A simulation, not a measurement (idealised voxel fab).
process module | voxel transistor to metal
cross-section cut | 185 nm wide | cells 5 nm
A cross-section is a grid of square cells, given in bands from the top down. A band is one or more rows of cells.
Each band's line starts with the height of the band's top and of its bottom, in nm. Then come its materials from left to right, each with its width in nm. One material with "throughout" fills the band from edge to edge. "air" is empty space.
Height 0 is the level under which the wafer as received is all one material. The lowest band goes on downwards, as in "0 down".
A width such as "30 to 40" changes by the same amount from each row of cells to the next, from the band's top row to its bottom row.
"no change" after a step means that no cell of the cross-section changed.
closed voids: empty space of 8 cells or more with no open way to the top, each as width x height at its distance from the left edge, in nm
after a step's settings: what the simulator itself notes on the step
overlay nm, on a step with a mask: how far to the right of its planned place the mask lay; to the left if negative
plan
1 op RECEIVE | material Si
2 op OXIDIZE | depth nm 5
3 op CONFORMAL_DEP | material SiN | thk nm 10
4 op DIRECTIONAL_DEP | material aC | thk nm 10
5 op PATTERN | tone cover | mask id ACTIVE | material resist | width nm 95 | thk nm 30 | overlay nm 0
6 op DIRECTIONAL_ETCH | etch materials aC | depth nm 10
7 op STRIP | etch materials resist
8 op DIRECTIONAL_ETCH | etch materials SiN | depth nm 10
9 op DIRECTIONAL_ETCH | etch materials SiO2 | depth nm 5
10 op DIRECTIONAL_ETCH | etch materials Si | depth nm 25
11 op STRIP | etch materials aC
12 op FILL_DEP | material SiO2 | thk nm 10
13 op CMP | height nm 10
14 op SELECTIVE_ETCH | etch materials SiO2 | depth nm 5
15 op STRIP | etch materials SiN
16 op SELECTIVE_ETCH | etch materials SiO2 | depth nm 5
17 op OXIDIZE | depth nm 5
18 op DIRECTIONAL_DEP | material polySi | thk nm 20
19 op DIRECTIONAL_DEP | material SiCN | thk nm 15
20 op DIRECTIONAL_DEP | material aC | thk nm 10
21 op PATTERN | tone cover | mask id GATE | material resist | width nm 25 | thk nm 30 | overlay nm 0
22 op DIRECTIONAL_ETCH | etch materials aC | depth nm 10
23 op STRIP | etch materials resist
24 op DIRECTIONAL_ETCH | etch materials SiCN | depth nm 25
25 op DIRECTIONAL_ETCH | etch materials polySi | depth nm 30
26 op STRIP | etch materials aC
27 op CONFORMAL_DEP | material SiN | thk nm 10
28 op DIRECTIONAL_ETCH | etch materials SiN | depth nm 10
29 op DIRECTIONAL_ETCH | etch materials SiO2 | depth nm 5
30 op EPI | material nSi | thk nm 5
31 op FILL_DEP | material SiO2 | thk nm 5
32 op CMP | height nm 15
33 op STRIP | etch materials polySi
34 op SELECTIVE_ETCH | etch materials SiO2 | depth nm 5
35 op CONFORMAL_DEP | material HfO2 | thk nm 5
36 op CONFORMAL_DEP | material TiN | thk nm 5
37 op FILL_DEP | material W | thk nm 10
38 op CMP | height nm 10
39 op DIRECTIONAL_DEP | material SiO2 | thk nm 15
40 op DIRECTIONAL_DEP | material aC | thk nm 10
41 op PATTERN | tone open | mask id CONTACT | material resist | width nm 15 | pitch nm 70 | thk nm 30 | overlay nm 0
42 op DIRECTIONAL_ETCH | etch materials aC | depth nm 10
43 op STRIP | etch materials resist
44 op DIRECTIONAL_ETCH | etch materials SiO2 | depth nm 30
45 op STRIP | etch materials aC
46 op CONFORMAL_DEP | material TiN | thk nm 5
47 op FILL_DEP | material W | thk nm 5
48 op CMP | height nm 25
49 op DIRECTIONAL_DEP | material TiN | thk nm 5
50 op DIRECTIONAL_DEP | material W | thk nm 15
51 op DIRECTIONAL_DEP | material aC | thk nm 15
52 op PATTERN | tone cover | mask id METAL_1 | material resist | width nm 15 | pitch nm 70 | thk nm 35 | overlay nm 0
53 op DIRECTIONAL_ETCH | etch materials aC | depth nm 15
54 op STRIP | etch materials resist
55 op DIRECTIONAL_ETCH | etch materials W | depth nm 15
56 op DIRECTIONAL_ETCH | etch materials TiN | depth nm 5
57 op STRIP | etch materials aC
58 op FILL_DEP | material lowk | thk nm 10
59 op CMP | height nm 45
60 op CONFORMAL_DEP | material SiCN | thk nm 5
61 op DIRECTIONAL_DEP | material SiO2 | thk nm 35
62 op PATTERN | tone open | mask id METAL_2 | material resist | width nm 15 | pitch nm 70 | thk nm 20 | overlay nm 0
63 op DIRECTIONAL_ETCH | etch materials SiO2 | depth nm 20
64 op STRIP | etch materials resist
65 op MASKED_ETCH | tone open | mask id METAL_2_HOLES | width nm 15 | pitch nm 70 | etch materials SiO2 | depth nm 15 | overlay nm 0
66 op MASKED_ETCH | tone open | mask id METAL_2_HOLES | width nm 15 | pitch nm 70 | etch materials SiCN | depth nm 5 | overlay nm 0
67 op CONFORMAL_DEP | material TiN | thk nm 5
68 op FILL_DEP | material Cu | thk nm 10
69 op CMP | height nm 85
70 op CONFORMAL_DEP | material SiCN | thk nm 5
first wafer, as planned
as received, after step 1
  0 down: Si throughout
  closed voids: none
after step 2
  0 to -5: SiO2 throughout
  below -5: unchanged
after step 3
  10 to 0: SiN throughout
  below 0: unchanged
after step 4
  20 to 10: aC throughout
  below 10: unchanged
after step 5
  50 to 20: air 45 | resist 95 | air 45
  below 20: unchanged
after step 6
  40 to 20: air 45 | resist 95 | air 45
  20 to 10: air 45 | aC 95 | air 45
  below 10: unchanged
after step 7
  20 to 10: air 45 | aC 95 | air 45
  below 10: unchanged
after step 8
  20 to 10: air 45 | aC 95 | air 45
  10 to 0: air 45 | SiN 95 | air 45
  below 0: unchanged
after step 9
  20 to 10: air 45 | aC 95 | air 45
  10 to 0: air 45 | SiN 95 | air 45
  0 to -5: air 45 | SiO2 95 | air 45
  below -5: unchanged
after step 10
  20 to 10: air 45 | aC 95 | air 45
  10 to 0: air 45 | SiN 95 | air 45
  0 to -5: air 45 | SiO2 95 | air 45
  -5 to -30: air 45 | Si 95 | air 45
  below -30: unchanged
after step 11
  10 to 0: air 45 | SiN 95 | air 45
  below 0: unchanged
after step 12
  20 to 10: SiO2 throughout
  10 to 0: SiO2 45 | SiN 95 | SiO2 45
  0 to -5: SiO2 throughout
  -5 to -30: SiO2 45 | Si 95 | SiO2 45
  below -30: unchanged
after step 13
  10 to 0: SiO2 45 | SiN 95 | SiO2 45
  below 0: unchanged
after step 14
  10 to 5: air 45 | SiN 95 | air 45
  below 5: unchanged
after step 15
  5 to 0: SiO2 45 | air 95 | SiO2 45
  below 0: unchanged
after step 16
  0 to -5: SiO2 40 | air 105 | SiO2 40
  below -5: unchanged
after step 17
  0 to -5: SiO2 40 | air 105 | SiO2 40
  -5 to -10: SiO2 throughout
  below -10: unchanged
after step 18
  20 to 15: polySi 40 | air 105 | polySi 40
  15 to 0: polySi throughout
  0 to -5: SiO2 40 | polySi 105 | SiO2 40
  below -5: unchanged
after step 19
  35 to 30: SiCN 40 | air 105 | SiCN 40
  30 to 20: SiCN throughout
  20 to 15: polySi 40 | SiCN 105 | polySi 40
  below 15: unchanged
after step 20
  45 to 40: aC 40 | air 105 | aC 40
  40 to 35: aC throughout
  35 to 30: SiCN 40 | aC 105 | SiCN 40
  below 30: unchanged
after step 21
  75 to 45: air 80 | resist 25 | air 80
  45 to 40: aC 40 | air 40 | resist 25 | air 40 | aC 40
  below 40: unchanged
after step 22
  65 to 40: air 80 | resist 25 | air 80
  40 to 35: air 80 | aC 25 | air 80
  35 to 30: SiCN 40 | air 40 | aC 25 | air 40 | SiCN 40
  below 30: unchanged
after step 23
  40 to 35: air 80 | aC 25 | air 80
  below 35: unchanged
after step 24
  40 to 30: air 80 | aC 25 | air 80
  30 to 20: air 80 | SiCN 25 | air 80
  20 to 15: polySi 40 | air 40 | SiCN 25 | air 40 | polySi 40
  below 15: unchanged
after step 25
  40 to 30: air 80 | aC 25 | air 80
  30 to 15: air 80 | SiCN 25 | air 80
  15 to 0: air 80 | polySi 25 | air 80
  0 to -5: SiO2 40 | air 40 | polySi 25 | air 40 | SiO2 40
  below -5: unchanged
after step 26
  30 to 15: air 80 | SiCN 25 | air 80
  below 15: unchanged
after step 27
  40 to 30: air 70 | SiN 45 | air 70
  30 to 15: air 70 | SiN 10 | SiCN 25 | SiN 10 | air 70
  15 to 10: air 70 | SiN 10 | polySi 25 | SiN 10 | air 70
  10 to 5: SiN 50 | air 20 | SiN 10 | polySi 25 | SiN 10 | air 20 | SiN 50
  5 to 0: SiN 80 | polySi 25 | SiN 80
  0 to -5: SiO2 40 | SiN 40 | polySi 25 | SiN 40 | SiO2 40
  below -5: unchanged
after step 28
  30 to 15: air 70 | SiN 10 | SiCN 25 | SiN 10 | air 70
  15 to 0: air 70 | SiN 10 | polySi 25 | SiN 10 | air 70
  0 to -5: SiO2 40 | SiN 10 | air 20 | SiN 10 | polySi 25 | SiN 10 | air 20 | SiN 10 | SiO2 40
  below -5: unchanged
after step 29
  30 to 15: air 70 | SiN 10 | SiCN 25 | SiN 10 | air 70
  15 to 0: air 70 | SiN 10 | polySi 25 | SiN 10 | air 70
  0 to -5: air 40 | SiN 10 | air 20 | SiN 10 | polySi 25 | SiN 10 | air 20 | SiN 10 | air 40
  -5 to -10: SiO2 50 | air 20 | SiO2 45 | air 20 | SiO2 50
  below -10: unchanged
after step 30
  30 to 15: air 70 | SiN 10 | SiCN 25 | SiN 10 | air 70
  15 to 0: air 70 | SiN 10 | polySi 25 | SiN 10 | air 70
  0 to -5: air 40 | SiN 10 | air 20 | SiN 10 | polySi 25 | SiN 10 | air 20 | SiN 10 | air 40
  -5 to -10: SiO2 50 | nSi 20 | SiO2 45 | nSi 20 | SiO2 50
  below -10: unchanged
after step 31
  35 to 30: SiO2 throughout
  30 to 15: SiO2 70 | SiN 10 | SiCN 25 | SiN 10 | SiO2 70
  15 to 0: SiO2 70 | SiN 10 | polySi 25 | SiN 10 | SiO2 70
  0 to -5: SiO2 40 | SiN 10 | SiO2 20 | SiN 10 | polySi 25 | SiN 10 | SiO2 20 | SiN 10 | SiO2 40
  below -5: unchanged
after step 32
  15 to 0: SiO2 70 | SiN 10 | polySi 25 | SiN 10 | SiO2 70
  below 0: unchanged
after step 33
  15 to 0: SiO2 70 | SiN 10 | air 25 | SiN 10 | SiO2 70
  0 to -5: SiO2 40 | SiN 10 | SiO2 20 | SiN 10 | air 25 | SiN 10 | SiO2 20 | SiN 10 | SiO2 40
  below -5: unchanged
after step 34
  15 to 10: air 70 | SiN 10 | air 25 | SiN 10 | air 70
  10 to 0: SiO2 70 | SiN 10 | air 25 | SiN 10 | SiO2 70
  0 to -5: SiO2 40 | SiN 10 | SiO2 20 | SiN 10 | air 25 | SiN 10 | SiO2 20 | SiN 10 | SiO2 40
  -5 to -10: SiO2 50 | nSi 20 | SiO2 5 | air 35 | SiO2 5 | nSi 20 | SiO2 50
  below -10: unchanged
after step 35
  20 to 15: air 65 | HfO2 20 | air 15 | HfO2 20 | air 65
  15 to 10: HfO2 70 | SiN 10 | HfO2 5 | air 15 | HfO2 5 | SiN 10 | HfO2 70
  10 to 0: SiO2 70 | SiN 10 | HfO2 5 | air 15 | HfO2 5 | SiN 10 | SiO2 70
  0 to -5: SiO2 40 | SiN 10 | SiO2 20 | SiN 10 | HfO2 5 | air 15 | HfO2 5 | SiN 10 | SiO2 20 | SiN 10 | SiO2 40
  -5 to -10: SiO2 50 | nSi 20 | SiO2 5 | HfO2 35 | SiO2 5 | nSi 20 | SiO2 50
  below -10: unchanged
after step 36
  25 to 20: air 60 | TiN 30 | air 5 | TiN 30 | air 60
  20 to 15: TiN 65 | HfO2 20 | TiN 5 | air 5 | TiN 5 | HfO2 20 | TiN 65
  15 to 10: HfO2 70 | SiN 10 | HfO2 5 | TiN 5 | air 5 | TiN 5 | HfO2 5 | SiN 10 | HfO2 70
  10 to 0: SiO2 70 | SiN 10 | HfO2 5 | TiN 5 | air 5 | TiN 5 | HfO2 5 | SiN 10 | SiO2 70
  0 to -5: SiO2 40 | SiN 10 | SiO2 20 | SiN 10 | HfO2 5 | TiN 15 | HfO2 5 | SiN 10 | SiO2 20 | SiN 10 | SiO2 40
  below -5: unchanged
after step 37
  35 to 25: W throughout
  25 to 20: W 60 | TiN 30 | W 5 | TiN 30 | W 60
  20 to 15: TiN 65 | HfO2 20 | TiN 5 | W 5 | TiN 5 | HfO2 20 | TiN 65
  15 to 10: HfO2 70 | SiN 10 | HfO2 5 | TiN 5 | W 5 | TiN 5 | HfO2 5 | SiN 10 | HfO2 70
  10 to 0: SiO2 70 | SiN 10 | HfO2 5 | TiN 5 | W 5 | TiN 5 | HfO2 5 | SiN 10 | SiO2 70
  below 0: unchanged
after step 38
  10 to 0: SiO2 70 | SiN 10 | HfO2 5 | TiN 5 | W 5 | TiN 5 | HfO2 5 | SiN 10 | SiO2 70
  below 0: unchanged
after step 39
  25 to 10: SiO2 throughout
  below 10: unchanged
after step 40
  35 to 25: aC throughout
  below 25: unchanged
after step 41
  65 to 35: resist 50 | air 15 | resist 55 | air 15 | resist 50
  below 35: unchanged
after step 42
  55 to 35: resist 50 | air 15 | resist 55 | air 15 | resist 50
  35 to 25: aC 50 | air 15 | aC 55 | air 15 | aC 50
  below 25: unchanged
after step 43
  35 to 25: aC 50 | air 15 | aC 55 | air 15 | aC 50
  below 25: unchanged
after step 44
  35 to 25: aC 50 | air 15 | aC 55 | air 15 | aC 50
  25 to 10: SiO2 50 | air 15 | SiO2 55 | air 15 | SiO2 50
  10 to 0: SiO2 50 | air 15 | SiO2 5 | SiN 10 | HfO2 5 | TiN 5 | W 5 | TiN 5 | HfO2 5 | SiN 10 | SiO2 5 | air 15 | SiO2 50
  0 to -5: SiO2 40 | SiN 10 | air 15 | SiO2 5 | SiN 10 | HfO2 5 | TiN 15 | HfO2 5 | SiN 10 | SiO2 5 | air 15 | SiN 10 | SiO2 40
  below -5: unchanged
after step 45
  25 to 10: SiO2 50 | air 15 | SiO2 55 | air 15 | SiO2 50
  below 10: unchanged
after step 46
  30 to 25: TiN 55 | air 5 | TiN 65 | air 5 | TiN 55
  25 to 10: SiO2 50 | TiN 5 | air 5 | TiN 5 | SiO2 55 | TiN 5 | air 5 | TiN 5 | SiO2 50
  10 to 0: SiO2 50 | TiN 5 | air 5 | TiN 5 | SiO2 5 | SiN 10 | HfO2 5 | TiN 5 | W 5 | TiN 5 | HfO2 5 | SiN 10 | SiO2 5 | TiN 5 | air 5 | TiN 5 | SiO2 50
  0 to -5: SiO2 40 | SiN 10 | TiN 15 | SiO2 5 | SiN 10 | HfO2 5 | TiN 15 | HfO2 5 | SiN 10 | SiO2 5 | TiN 15 | SiN 10 | SiO2 40
  below -5: unchanged
after step 47
  35 to 30: W throughout
  30 to 25: TiN 55 | W 5 | TiN 65 | W 5 | TiN 55
  25 to 10: SiO2 50 | TiN 5 | W 5 | TiN 5 | SiO2 55 | TiN 5 | W 5 | TiN 5 | SiO2 50
  10 to 0: SiO2 50 | TiN 5 | W 5 | TiN 5 | SiO2 5 | SiN 10 | HfO2 5 | TiN 5 | W 5 | TiN 5 | HfO2 5 | SiN 10 | SiO2 5 | TiN 5 | W 5 | TiN 5 | SiO2 50
  below 0: unchanged
after step 48
  25 to 10: SiO2 50 | TiN 5 | W 5 | TiN 5 | SiO2 55 | TiN 5 | W 5 | TiN 5 | SiO2 50
  below 10: unchanged
after step 49
  30 to 25: TiN throughout
  below 25: unchanged
after step 50
  45 to 30: W throughout
  below 30: unchanged
after step 51
  60 to 45: aC throughout
  below 45: unchanged
after step 52
  95 to 60: air 50 | resist 15 | air 55 | resist 15 | air 50
  below 60: unchanged
after step 53
  80 to 60: air 50 | resist 15 | air 55 | resist 15 | air 50
  60 to 45: air 50 | aC 15 | air 55 | aC 15 | air 50
  below 45: unchanged
after step 54
  60 to 45: air 50 | aC 15 | air 55 | aC 15 | air 50
  below 45: unchanged
after step 55
  60 to 45: air 50 | aC 15 | air 55 | aC 15 | air 50
  45 to 30: air 50 | W 15 | air 55 | W 15 | air 50
  below 30: unchanged
after step 56
  60 to 45: air 50 | aC 15 | air 55 | aC 15 | air 50
  45 to 30: air 50 | W 15 | air 55 | W 15 | air 50
  30 to 25: air 50 | TiN 15 | air 55 | TiN 15 | air 50
  below 25: unchanged
after step 57
  45 to 30: air 50 | W 15 | air 55 | W 15 | air 50
  below 30: unchanged
after step 58
  55 to 45: lowk throughout
  45 to 30: lowk 50 | W 15 | lowk 55 | W 15 | lowk 50
  30 to 25: lowk 50 | TiN 15 | lowk 55 | TiN 15 | lowk 50
  below 25: unchanged
after step 59
  45 to 30: lowk 50 | W 15 | lowk 55 | W 15 | lowk 50
  below 30: unchanged
after step 60
  50 to 45: SiCN throughout
  below 45: unchanged
after step 61
  85 to 50: SiO2 throughout
  below 50: unchanged
after step 62
  105 to 85: resist 50 | air 15 | resist 55 | air 15 | resist 50
  below 85: unchanged
after step 63
  105 to 85: resist 50 | air 15 | resist 55 | air 15 | resist 50
  85 to 65: SiO2 50 | air 15 | SiO2 55 | air 15 | SiO2 50
  below 65: unchanged
after step 64
  85 to 65: SiO2 50 | air 15 | SiO2 55 | air 15 | SiO2 50
  below 65: unchanged
after step 65
  85 to 50: SiO2 50 | air 15 | SiO2 55 | air 15 | SiO2 50
  below 50: unchanged
after step 66
  85 to 50: SiO2 50 | air 15 | SiO2 55 | air 15 | SiO2 50
  50 to 45: SiCN 50 | air 15 | SiCN 55 | air 15 | SiCN 50
  below 45: unchanged
after step 67
  90 to 85: TiN 55 | air 5 | TiN 65 | air 5 | TiN 55
  85 to 50: SiO2 50 | TiN 5 | air 5 | TiN 5 | SiO2 55 | TiN 5 | air 5 | TiN 5 | SiO2 50
  50 to 45: SiCN 50 | TiN 15 | SiCN 55 | TiN 15 | SiCN 50
  below 45: unchanged
after step 68
  100 to 90: Cu throughout
  90 to 85: TiN 55 | Cu 5 | TiN 65 | Cu 5 | TiN 55
  85 to 50: SiO2 50 | TiN 5 | Cu 5 | TiN 5 | SiO2 55 | TiN 5 | Cu 5 | TiN 5 | SiO2 50
  below 50: unchanged
after step 69
  85 to 50: SiO2 50 | TiN 5 | Cu 5 | TiN 5 | SiO2 55 | TiN 5 | Cu 5 | TiN 5 | SiO2 50
  below 50: unchanged
after step 70
  90 to 85: SiCN throughout
  below 85: unchanged
second wafer: like start, like plan, one mistake. Through step 68 it matches the first wafer
when step 69 should have ended
  90 to 85: TiN 55 | Cu 5 | TiN 65 | Cu 5 | TiN 55
  below 85: unchanged
when step 70 should have ended
  95 to 90: SiCN throughout
  below 90: unchanged
what went wrong: step 69 ran as: op CMP | height nm 90
at the end the second wafer has, in cells: 2 more of Cu | 35 more of TiN
